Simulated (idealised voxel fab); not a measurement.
Proc. module: voxel capacitor over wiring
Section cut is 265 nm wide and gridded with 5 nm square cells.
In this document a cross-section is written as a grid of square cells. It is given as a series of bands, listed from the top down, and a band is one or more rows of cells.
Heights first: top, then bottom, in nm. Then materials, left to right, each with a width in nm. "full width" on a single material: fills the band edge to edge. "air": empty space.
Heights from 0 (as-received wafer is one material below). Bottom band endless downward, as "0 down".
When a width is written as two numbers, as in "30 to 40", the first number is the width in the top row of cells of the band and the second is the width in its bottom row, and the width changes by the same amount from each row to the next.
No cell of the cross-section changed in a step that is given as "everything unchanged".
In the "Completely enclosed voids" entry, you get each enclosed empty space of 8 cells or more, one with no open way to the top, written width x height at distance, distance from the left edge, in nm.
Text after the settings on a step's line: the simulator's own remark on that step.
overlay nm: how far to the right of its planned place the mask lay on this masked step (negative: to the left).

List of planned process steps
step 1: RECEIVE: material Si
step 2: CONFORMAL_DEP: material SiO2, thk nm 15
step 3: CONFORMAL_DEP: material SiCN, thk nm 5
step 4: DIRECTIONAL_DEP: material lowk, thk nm 20
step 5: DIRECTIONAL_DEP: material aC, thk nm 10
step 6: PATTERN: tone open, mask id METAL_1, material resist, width nm 30, pitch nm 80, thk nm 25, overlay nm 0
step 7: DIRECTIONAL_ETCH: etch materials aC, depth nm 10
step 8: STRIP: etch materials resist
step 9: DIRECTIONAL_ETCH: etch materials lowk, depth nm 20
step 10: DIRECTIONAL_ETCH: etch materials SiCN, depth nm 5
step 11: STRIP: etch materials aC
step 12: CONFORMAL_DEP: material TiN, thk nm 5
step 13: FILL_DEP: material Ru, thk nm 10
step 14: CMP: height nm 40
step 15: EPI: material Ru, thk nm 5
step 16: FILL_DEP: material SiCN, thk nm 5
step 17: DIRECTIONAL_DEP: material SiO2, thk nm 20
step 18: DIRECTIONAL_DEP: material aC, thk nm 10
step 19: PATTERN: tone open, mask id PLUG_1, material resist, width nm 15, thk nm 25, overlay nm 0
step 20: DIRECTIONAL_ETCH: etch materials aC, depth nm 10
step 21: STRIP: etch materials resist
step 22: DIRECTIONAL_ETCH: etch materials SiO2, depth nm 20
step 23: DIRECTIONAL_ETCH: etch materials SiCN, depth nm 5
step 24: STRIP: etch materials aC
step 25: CONFORMAL_DEP: material TiN, thk nm 5
step 26: FILL_DEP: material Cu, thk nm 5
step 27: CMP: height nm 70
step 28: DIRECTIONAL_DEP: material TiN, thk nm 5
step 29: DIRECTIONAL_DEP: material SiN, thk nm 5
step 30: DIRECTIONAL_DEP: material TiN, thk nm 5
step 31: DIRECTIONAL_DEP: material aC, thk nm 15
step 32: PATTERN: tone cover, mask id UPPER_PLATE, material resist, width nm 55, thk nm 30, overlay nm 0
step 33: DIRECTIONAL_ETCH: etch materials aC, depth nm 15
step 34: STRIP: etch materials resist
step 35: DIRECTIONAL_ETCH: etch materials TiN, depth nm 5
step 36: DIRECTIONAL_ETCH: etch materials SiN, depth nm 5
step 37: STRIP: etch materials aC
step 38: MASKED_ETCH: tone cover, mask id LOWER_PLATE, width nm 65, etch materials TiN, depth nm 5, overlay nm 0
step 39: FILL_DEP: material SiO2, thk nm 15
step 40: CMP: height nm 95
step 41: MASKED_ETCH: tone open, mask id PLUG_2, width nm 15, etch materials SiO2, depth nm 10, overlay nm 0
step 42: CONFORMAL_DEP: material TiN, thk nm 5
step 43: FILL_DEP: material Cu, thk nm 5
step 44: CMP: height nm 95
step 45: CONFORMAL_DEP: material SiCN, thk nm 5

Account of the first of two wafers, which was processed as intended

This is the cross-section of the wafer as we received it, i.e. after step 1
  0 down  Si full width
  Completely enclosed voids: none

Cross-section through the wafer, step 2 finished
  15 to 0  SiO2 full width
  At heights below 0, the structure remains unaltered.

Cross-section through the wafer, step 3 finished
  20 to 15  SiCN full width
  At heights below 15, the structure remains unaltered.

Cross-section through the wafer, step 4 finished
  40 to 20  lowk full width
  At heights below 20, the structure remains unaltered.

Cross-section through the wafer, step 5 finished
  50 to 40  aC full width
  At heights below 40, the structure remains unaltered.

Cross-section through the wafer, step 6 finished
  75 to 50  resist 75 nm, then air 30 nm, then resist 50 nm, then air 30 nm, then resist 80 nm
  At heights below 50, the structure remains unaltered.

Cross-section through the wafer, step 7 finished
  65 to 50  resist 75 nm, then air 30 nm, then resist 50 nm, then air 30 nm, then resist 80 nm
  50 to 40  aC 75 nm, then air 30 nm, then aC 50 nm, then air 30 nm, then aC 80 nm
  At heights below 40, the structure remains unaltered.

Cross-section through the wafer, step 8 finished
  50 to 40  aC 75 nm, then air 30 nm, then aC 50 nm, then air 30 nm, then aC 80 nm
  At heights below 40, the structure remains unaltered.

Cross-section through the wafer, step 9 finished
  50 to 40  aC 75 nm, then air 30 nm, then aC 50 nm, then air 30 nm, then aC 80 nm
  40 to 20  lowk 75 nm, then air 30 nm, then lowk 50 nm, then air 30 nm, then lowk 80 nm
  At heights below 20, the structure remains unaltered.

Cross-section through the wafer, step 10 finished
  50 to 40  aC 75 nm, then air 30 nm, then aC 50 nm, then air 30 nm, then aC 80 nm
  40 to 20  lowk 75 nm, then air 30 nm, then lowk 50 nm, then air 30 nm, then lowk 80 nm
  20 to 15  SiCN 75 nm, then air 30 nm, then SiCN 50 nm, then air 30 nm, then SiCN 80 nm
  At heights below 15, the structure remains unaltered.

Cross-section through the wafer, step 11 finished
  40 to 20  lowk 75 nm, then air 30 nm, then lowk 50 nm, then air 30 nm, then lowk 80 nm
  At heights below 20, the structure remains unaltered.

Cross-section through the wafer, step 12 finished
  45 to 40  TiN 80 nm, then air 20 nm, then TiN 60 nm, then air 20 nm, then TiN 85 nm
  40 to 20  lowk 75 nm, then TiN 5 nm, then air 20 nm, then TiN 5 nm, then lowk 50 nm, then TiN 5 nm, then air 20 nm, then TiN 5 nm, then lowk 80 nm
  20 to 15  SiCN 75 nm, then TiN 30 nm, then SiCN 50 nm, then TiN 30 nm, then SiCN 80 nm
  At heights below 15, the structure remains unaltered.

Cross-section through the wafer, step 13 finished
  55 to 45  Ru full width
  45 to 40  TiN 80 nm, then Ru 20 nm, then TiN 60 nm, then Ru 20 nm, then TiN 85 nm
  40 to 20  lowk 75 nm, then TiN 5 nm, then Ru 20 nm, then TiN 5 nm, then lowk 50 nm, then TiN 5 nm, then Ru 20 nm, then TiN 5 nm, then lowk 80 nm
  At heights below 20, the structure remains unaltered.

Cross-section through the wafer, step 14 finished
  40 to 20  lowk 75 nm, then TiN 5 nm, then Ru 20 nm, then TiN 5 nm, then lowk 50 nm, then TiN 5 nm, then Ru 20 nm, then TiN 5 nm, then lowk 80 nm
  At heights below 20, the structure remains unaltered.

Cross-section through the wafer, step 15 finished
  45 to 40  air 70 nm, then Ru 40 nm, then air 40 nm, then Ru 40 nm, then air 75 nm
  At heights below 40, the structure remains unaltered.

Cross-section through the wafer, step 16 finished
  50 to 45  SiCN full width
  45 to 40  SiCN 70 nm, then Ru 40 nm, then SiCN 40 nm, then Ru 40 nm, then SiCN 75 nm
  At heights below 40, the structure remains unaltered.

Cross-section through the wafer, step 17 finished
  70 to 50  SiO2 full width
  At heights below 50, the structure remains unaltered.

Cross-section through the wafer, step 18 finished
  80 to 70  aC full width
  At heights below 70, the structure remains unaltered.

Cross-section through the wafer, step 19 finished
  105 to 80  resist 90 nm, then air 15 nm, then resist 160 nm
  At heights below 80, the structure remains unaltered.

Cross-section through the wafer, step 20 finished
  95 to 80  resist 90 nm, then air 15 nm, then resist 160 nm
  80 to 70  aC 90 nm, then air 15 nm, then aC 160 nm
  At heights below 70, the structure remains unaltered.

Cross-section through the wafer, step 21 finished
  80 to 70  aC 90 nm, then air 15 nm, then aC 160 nm
  At heights below 70, the structure remains unaltered.

Cross-section through the wafer, step 22 finished
  80 to 70  aC 90 nm, then air 15 nm, then aC 160 nm
  70 to 50  SiO2 90 nm, then air 15 nm, then SiO2 160 nm
  At heights below 50, the structure remains unaltered.

Cross-section through the wafer, step 23 finished
  80 to 70  aC 90 nm, then air 15 nm, then aC 160 nm
  70 to 50  SiO2 90 nm, then air 15 nm, then SiO2 160 nm
  50 to 45  SiCN 90 nm, then air 15 nm, then SiCN 160 nm
  At heights below 45, the structure remains unaltered.

Cross-section through the wafer, step 24 finished
  70 to 50  SiO2 90 nm, then air 15 nm, then SiO2 160 nm
  At heights below 50, the structure remains unaltered.

Cross-section through the wafer, step 25 finished
  75 to 70  TiN 95 nm, then air 5 nm, then TiN 165 nm
  70 to 50  SiO2 90 nm, then TiN 5 nm, then air 5 nm, then TiN 5 nm, then SiO2 160 nm
  50 to 45  SiCN 90 nm, then TiN 15 nm, then SiCN 160 nm
  At heights below 45, the structure remains unaltered.

Cross-section through the wafer, step 26 finished
  80 to 75  Cu full width
  75 to 70  TiN 95 nm, then Cu 5 nm, then TiN 165 nm
  70 to 50  SiO2 90 nm, then TiN 5 nm, then Cu 5 nm, then TiN 5 nm, then SiO2 160 nm
  At heights below 50, the structure remains unaltered.

Cross-section through the wafer, step 27 finished
  70 to 50  SiO2 90 nm, then TiN 5 nm, then Cu 5 nm, then TiN 5 nm, then SiO2 160 nm
  At heights below 50, the structure remains unaltered.

Cross-section through the wafer, step 28 finished
  75 to 70  TiN full width
  At heights below 70, the structure remains unaltered.

Cross-section through the wafer, step 29 finished
  80 to 75  SiN full width
  At heights below 75, the structure remains unaltered.

Cross-section through the wafer, step 30 finished
  85 to 80  TiN full width
  At heights below 80, the structure remains unaltered.

Cross-section through the wafer, step 31 finished
  100 to 85  aC full width
  At heights below 85, the structure remains unaltered.

Cross-section through the wafer, step 32 finished
  130 to 100  air 90 nm, then resist 55 nm, then air 120 nm
  At heights below 100, the structure remains unaltered.

Cross-section through the wafer, step 33 finished
  115 to 100  air 90 nm, then resist 55 nm, then air 120 nm
  100 to 85  air 90 nm, then aC 55 nm, then air 120 nm
  At heights below 85, the structure remains unaltered.

Cross-section through the wafer, step 34 finished
  100 to 85  air 90 nm, then aC 55 nm, then air 120 nm
  At heights below 85, the structure remains unaltered.

Cross-section through the wafer, step 35 finished
  100 to 85  air 90 nm, then aC 55 nm, then air 120 nm
  85 to 80  air 90 nm, then TiN 55 nm, then air 120 nm
  At heights below 80, the structure remains unaltered.

Cross-section through the wafer, step 36 finished
  100 to 85  air 90 nm, then aC 55 nm, then air 120 nm
  85 to 80  air 90 nm, then TiN 55 nm, then air 120 nm
  80 to 75  air 90 nm, then SiN 55 nm, then air 120 nm
  At heights below 75, the structure remains unaltered.

Cross-section through the wafer, step 37 finished
  85 to 80  air 90 nm, then TiN 55 nm, then air 120 nm
  At heights below 80, the structure remains unaltered.

Cross-section through the wafer, step 38 finished
  85 to 80  air 90 nm, then TiN 55 nm, then air 120 nm
  80 to 75  air 90 nm, then SiN 55 nm, then air 120 nm
  75 to 70  air 85 nm, then TiN 65 nm, then air 115 nm
  At heights below 70, the structure remains unaltered.

Cross-section through the wafer, step 39 finished
  100 to 85  SiO2 full width
  85 to 80  SiO2 90 nm, then TiN 55 nm, then SiO2 120 nm
  80 to 75  SiO2 90 nm, then SiN 55 nm, then SiO2 120 nm
  75 to 70  SiO2 85 nm, then TiN 65 nm, then SiO2 115 nm
  At heights below 70, the structure remains unaltered.

Cross-section through the wafer, step 40 finished
  95 to 85  SiO2 full width
  At heights below 85, the structure remains unaltered.

Cross-section through the wafer, step 41 finished
  95 to 85  SiO2 100 nm, then air 15 nm, then SiO2 150 nm
  At heights below 85, the structure remains unaltered.

Cross-section through the wafer, step 42 finished
  100 to 95  TiN 105 nm, then air 5 nm, then TiN 155 nm
  95 to 90  SiO2 100 nm, then TiN 5 nm, then air 5 nm, then TiN 5 nm, then SiO2 150 nm
  90 to 80  SiO2 100 to 90 nm, then TiN 15 to 55 nm, then SiO2 150 to 120 nm
  At heights below 80, the structure remains unaltered.

Cross-section through the wafer, step 43 finished
  105 to 100  Cu full width
  100 to 95  TiN 105 nm, then Cu 5 nm, then TiN 155 nm
  95 to 90  SiO2 100 nm, then TiN 5 nm, then Cu 5 nm, then TiN 5 nm, then SiO2 150 nm
  At heights below 90, the structure remains unaltered.

Cross-section through the wafer, step 44 finished
  95 to 90  SiO2 100 nm, then TiN 5 nm, then Cu 5 nm, then TiN 5 nm, then SiO2 150 nm
  At heights below 90, the structure remains unaltered.

Cross-section through the wafer, step 45 finished
  100 to 95  SiCN full width
  At heights below 95, the structure remains unaltered.

What follows concerns the second wafer, which started out like the first and was meant to follow the very same plan; one mistake crept in when it was run, but everything up to and including step 3 is the same as for the first wafer

Here is the second wafer in cross-section at the point where step 4 of the plan should have been done
  30 to 20  lowk full width
  At heights below 20, the structure remains unaltered.

Here is the second wafer in cross-section at the point where step 5 of the plan should have been done
  40 to 30  aC full width
  At heights below 30, the structure remains unaltered.

Here is the second wafer in cross-section at the point where step 6 of the plan should have been done
  65 to 40  resist 75 nm, then air 30 nm, then resist 50 nm, then air 30 nm, then resist 80 nm
  At heights below 40, the structure remains unaltered.

Here is the second wafer in cross-section at the point where step 7 of the plan should have been done
  55 to 40  resist 75 nm, then air 30 nm, then resist 50 nm, then air 30 nm, then resist 80 nm
  40 to 30  aC 75 nm, then air 30 nm, then aC 50 nm, then air 30 nm, then aC 80 nm
  At heights below 30, the structure remains unaltered.

Here is the second wafer in cross-section at the point where step 8 of the plan should have been done
  40 to 30  aC 75 nm, then air 30 nm, then aC 50 nm, then air 30 nm, then aC 80 nm
  At heights below 30, the structure remains unaltered.

Here is the second wafer in cross-section at the point where step 9 of the plan should have been done
  40 to 30  aC 75 nm, then air 30 nm, then aC 50 nm, then air 30 nm, then aC 80 nm
  30 to 20  lowk 75 nm, then air 30 nm, then lowk 50 nm, then air 30 nm, then lowk 80 nm
  At heights below 20, the structure remains unaltered.

Here is the second wafer in cross-section at the point where step 10 of the plan should have been done
  40 to 30  aC 75 nm, then air 30 nm, then aC 50 nm, then air 30 nm, then aC 80 nm
  30 to 20  lowk 75 nm, then air 30 nm, then lowk 50 nm, then air 30 nm, then lowk 80 nm
  20 to 15  SiCN 75 nm, then air 30 nm, then SiCN 50 nm, then air 30 nm, then SiCN 80 nm
  At heights below 15, the structure remains unaltered.

Here is the second wafer in cross-section at the point where step 11 of the plan should have been done
  30 to 20  lowk 75 nm, then air 30 nm, then lowk 50 nm, then air 30 nm, then lowk 80 nm
  At heights below 20, the structure remains unaltered.

Here is the second wafer in cross-section at the point where step 12 of the plan should have been done
  35 to 30  TiN 80 nm, then air 20 nm, then TiN 60 nm, then air 20 nm, then TiN 85 nm
  30 to 20  lowk 75 nm, then TiN 5 nm, then air 20 nm, then TiN 5 nm, then lowk 50 nm, then TiN 5 nm, then air 20 nm, then TiN 5 nm, then lowk 80 nm
  20 to 15  SiCN 75 nm, then TiN 30 nm, then SiCN 50 nm, then TiN 30 nm, then SiCN 80 nm
  At heights below 15, the structure remains unaltered.

Here is the second wafer in cross-section at the point where step 13 of the plan should have been done
  45 to 35  Ru full width
  35 to 30  TiN 80 nm, then Ru 20 nm, then TiN 60 nm, then Ru 20 nm, then TiN 85 nm
  30 to 20  lowk 75 nm, then TiN 5 nm, then Ru 20 nm, then TiN 5 nm, then lowk 50 nm, then TiN 5 nm, then Ru 20 nm, then TiN 5 nm, then lowk 80 nm
  At heights below 20, the structure remains unaltered.

Here is the second wafer in cross-section at the point where step 14 of the plan should have been done
  40 to 35  Ru full width
  At heights below 35, the structure remains unaltered.

Here is the second wafer in cross-section at the point where step 15 of the plan should have been done
  45 to 35  Ru full width
  At heights below 35, the structure remains unaltered.

Here is the second wafer in cross-section at the point where step 16 of the plan should have been done
  50 to 45  SiCN full width
  At heights below 45, the structure remains unaltered.

Here is the second wafer in cross-section at the point where step 17 of the plan should have been done
  70 to 50  SiO2 full width
  At heights below 50, the structure remains unaltered.

Here is the second wafer in cross-section at the point where step 18 of the plan should have been done
  80 to 70  aC full width
  At heights below 70, the structure remains unaltered.

Here is the second wafer in cross-section at the point where step 19 of the plan should have been done
  105 to 80  resist 90 nm, then air 15 nm, then resist 160 nm
  At heights below 80, the structure remains unaltered.

Here is the second wafer in cross-section at the point where step 20 of the plan should have been done
  95 to 80  resist 90 nm, then air 15 nm, then resist 160 nm
  80 to 70  aC 90 nm, then air 15 nm, then aC 160 nm
  At heights below 70, the structure remains unaltered.

Here is the second wafer in cross-section at the point where step 21 of the plan should have been done
  80 to 70  aC 90 nm, then air 15 nm, then aC 160 nm
  At heights below 70, the structure remains unaltered.

Here is the second wafer in cross-section at the point where step 22 of the plan should have been done
  80 to 70  aC 90 nm, then air 15 nm, then aC 160 nm
  70 to 50  SiO2 90 nm, then air 15 nm, then SiO2 160 nm
  At heights below 50, the structure remains unaltered.

Here is the second wafer in cross-section at the point where step 23 of the plan should have been done
  80 to 70  aC 90 nm, then air 15 nm, then aC 160 nm
  70 to 50  SiO2 90 nm, then air 15 nm, then SiO2 160 nm
  50 to 45  SiCN 90 nm, then air 15 nm, then SiCN 160 nm
  At heights below 45, the structure remains unaltered.

Here is the second wafer in cross-section at the point where step 24 of the plan should have been done
  70 to 50  SiO2 90 nm, then air 15 nm, then SiO2 160 nm
  At heights below 50, the structure remains unaltered.

Here is the second wafer in cross-section at the point where step 25 of the plan should have been done
  75 to 70  TiN 95 nm, then air 5 nm, then TiN 165 nm
  70 to 50  SiO2 90 nm, then TiN 5 nm, then air 5 nm, then TiN 5 nm, then SiO2 160 nm
  50 to 45  SiCN 90 nm, then TiN 15 nm, then SiCN 160 nm
  At heights below 45, the structure remains unaltered.

Here is the second wafer in cross-section at the point where step 26 of the plan should have been done
  80 to 75  Cu full width
  75 to 70  TiN 95 nm, then Cu 5 nm, then TiN 165 nm
  70 to 50  SiO2 90 nm, then TiN 5 nm, then Cu 5 nm, then TiN 5 nm, then SiO2 160 nm
  At heights below 50, the structure remains unaltered.

Here is the second wafer in cross-section at the point where step 27 of the plan should have been done
  70 to 50  SiO2 90 nm, then TiN 5 nm, then Cu 5 nm, then TiN 5 nm, then SiO2 160 nm
  At heights below 50, the structure remains unaltered.

Here is the second wafer in cross-section at the point where step 28 of the plan should have been done
  75 to 70  TiN full width
  At heights below 70, the structure remains unaltered.

Here is the second wafer in cross-section at the point where step 29 of the plan should have been done
  80 to 75  SiN full width
  At heights below 75, the structure remains unaltered.

Here is the second wafer in cross-section at the point where step 30 of the plan should have been done
  85 to 80  TiN full width
  At heights below 80, the structure remains unaltered.

Here is the second wafer in cross-section at the point where step 31 of the plan should have been done
  100 to 85  aC full width
  At heights below 85, the structure remains unaltered.

Here is the second wafer in cross-section at the point where step 32 of the plan should have been done
  130 to 100  air 90 nm, then resist 55 nm, then air 120 nm
  At heights below 100, the structure remains unaltered.

Here is the second wafer in cross-section at the point where step 33 of the plan should have been done
  115 to 100  air 90 nm, then resist 55 nm, then air 120 nm
  100 to 85  air 90 nm, then aC 55 nm, then air 120 nm
  At heights below 85, the structure remains unaltered.

Here is the second wafer in cross-section at the point where step 34 of the plan should have been done
  100 to 85  air 90 nm, then aC 55 nm, then air 120 nm
  At heights below 85, the structure remains unaltered.

Here is the second wafer in cross-section at the point where step 35 of the plan should have been done
  100 to 85  air 90 nm, then aC 55 nm, then air 120 nm
  85 to 80  air 90 nm, then TiN 55 nm, then air 120 nm
  At heights below 80, the structure remains unaltered.

Here is the second wafer in cross-section at the point where step 36 of the plan should have been done
  100 to 85  air 90 nm, then aC 55 nm, then air 120 nm
  85 to 80  air 90 nm, then TiN 55 nm, then air 120 nm
  80 to 75  air 90 nm, then SiN 55 nm, then air 120 nm
  At heights below 75, the structure remains unaltered.

Here is the second wafer in cross-section at the point where step 37 of the plan should have been done
  85 to 80  air 90 nm, then TiN 55 nm, then air 120 nm
  At heights below 80, the structure remains unaltered.

Here is the second wafer in cross-section at the point where step 38 of the plan should have been done
  85 to 80  air 90 nm, then TiN 55 nm, then air 120 nm
  80 to 75  air 90 nm, then SiN 55 nm, then air 120 nm
  75 to 70  air 85 nm, then TiN 65 nm, then air 115 nm
  At heights below 70, the structure remains unaltered.

Here is the second wafer in cross-section at the point where step 39 of the plan should have been done
  100 to 85  SiO2 full width
  85 to 80  SiO2 90 nm, then TiN 55 nm, then SiO2 120 nm
  80 to 75  SiO2 90 nm, then SiN 55 nm, then SiO2 120 nm
  75 to 70  SiO2 85 nm, then TiN 65 nm, then SiO2 115 nm
  At heights below 70, the structure remains unaltered.

Here is the second wafer in cross-section at the point where step 40 of the plan should have been done
  95 to 85  SiO2 full width
  At heights below 85, the structure remains unaltered.

Here is the second wafer in cross-section at the point where step 41 of the plan should have been done
  95 to 85  SiO2 100 nm, then air 15 nm, then SiO2 150 nm
  At heights below 85, the structure remains unaltered.

Here is the second wafer in cross-section at the point where step 42 of the plan should have been done
  100 to 95  TiN 105 nm, then air 5 nm, then TiN 155 nm
  95 to 90  SiO2 100 nm, then TiN 5 nm, then air 5 nm, then TiN 5 nm, then SiO2 150 nm
  90 to 80  SiO2 100 to 90 nm, then TiN 15 to 55 nm, then SiO2 150 to 120 nm
  At heights below 80, the structure remains unaltered.

Here is the second wafer in cross-section at the point where step 43 of the plan should have been done
  105 to 100  Cu full width
  100 to 95  TiN 105 nm, then Cu 5 nm, then TiN 155 nm
  95 to 90  SiO2 100 nm, then TiN 5 nm, then Cu 5 nm, then TiN 5 nm, then SiO2 150 nm
  At heights below 90, the structure remains unaltered.

Here is the second wafer in cross-section at the point where step 44 of the plan should have been done
  95 to 90  SiO2 100 nm, then TiN 5 nm, then Cu 5 nm, then TiN 5 nm, then SiO2 150 nm
  At heights below 90, the structure remains unaltered.

Here is the second wafer in cross-section at the point where step 45 of the plan should have been done
  100 to 95  SiCN full width
  At heights below 95, the structure remains unaltered.
In executing the process, a mistake was made relative to the plan: step 4 off recipe, ran as DIRECTIONAL_DEP: material lowk, thk nm 10
Upon completion, the second wafer contains, in terms of cells, a greater or smaller amount of certain materials than the first wafer: +82 Ru; -37 SiCN; +37 TiN; -82 lowk
